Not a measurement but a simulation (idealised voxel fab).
process module | voxel self aligned contacts
cross-section cut | 225 nm wide | cells 5 nm
A cross-section is a grid of square cells, given in bands from the top down. A band is one or more rows of cells.
Each band's line starts with the height of the band's top and of its bottom, in nm. Then come its materials from left to right, each with its width in nm. One material with "throughout" fills the band from edge to edge. "air" is empty space.
Height 0 is the level under which the wafer as received is all one material. The lowest band goes on downwards, as in "0 down".
A width such as "30 to 40" changes by the same amount from each row of cells to the next, from the band's top row to its bottom row.
"no change" after a step means that no cell of the cross-section changed.
closed voids: empty space of 8 cells or more with no open way to the top, each as width x height at its distance from the left edge, in nm
after a step's settings: what the simulator itself notes on the step
overlay nm, on a step with a mask: how far to the right of its planned place the mask lay; to the left if negative
plan
1 op RECEIVE | material Si
2 op OXIDIZE | depth nm 5
3 op DIRECTIONAL_DEP | material polySi | thk nm 30
4 op DIRECTIONAL_DEP | material SiN | thk nm 25
5 op MASKED_ETCH | tone cover | mask id GATE | width nm 30 | pitch nm 75 | etch materials SiN | depth nm 25 | overlay nm 0
6 op MASKED_ETCH | tone cover | mask id GATE | width nm 30 | pitch nm 75 | etch materials polySi | depth nm 30 | overlay nm 0
7 op CONFORMAL_DEP | material SiN | thk nm 10
8 op DIRECTIONAL_ETCH | etch materials SiN | depth nm 10
9 op FILL_DEP | material SiO2 | thk nm 10
10 op CMP | height nm 60
11 op PATTERN | tone open | mask id CONTACT | material resist | width nm 55 | pitch nm 75 | thk nm 15 | overlay nm 0
12 op DIRECTIONAL_ETCH | etch materials SiO2 | depth nm 65
13 op STRIP | etch materials resist
14 op CONFORMAL_DEP | material TiN | thk nm 5
15 op FILL_DEP | material Ru | thk nm 5
16 op CMP | height nm 60
17 op CONFORMAL_DEP | material SiCN | thk nm 5
as received, after step 1
  0 down: Si throughout
  closed voids: none
a wafer at the end: this start, this plan, one mistake
  65 to 60: SiCN throughout
  60 to 55: SiO2 45 | TiN 20 | Ru 15 | TiN 20 | SiO2 20 | TiN 20 | Ru 15 | TiN 20 | SiO2 50
  55 to 30: SiO2 10 | SiN 50 | TiN 5 | Ru 15 | TiN 5 | SiN 50 | TiN 5 | Ru 15 | TiN 5 | SiN 50 | SiO2 15
  30 to 5: SiO2 10 | SiN 10 | polySi 30 | SiN 10 | TiN 5 | Ru 15 | TiN 5 | SiN 10 | polySi 30 | SiN 10 | TiN 5 | Ru 15 | TiN 5 | SiN 10 | polySi 30 | SiN 10 | SiO2 15
  5 to 0: SiO2 10 | SiN 10 | polySi 30 | SiN 10 | TiN 25 | SiN 10 | polySi 30 | SiN 10 | TiN 25 | SiN 10 | polySi 30 | SiN 10 | SiO2 15
  0 down: Si throughout
  closed voids: none
what went wrong: step 2 was left out
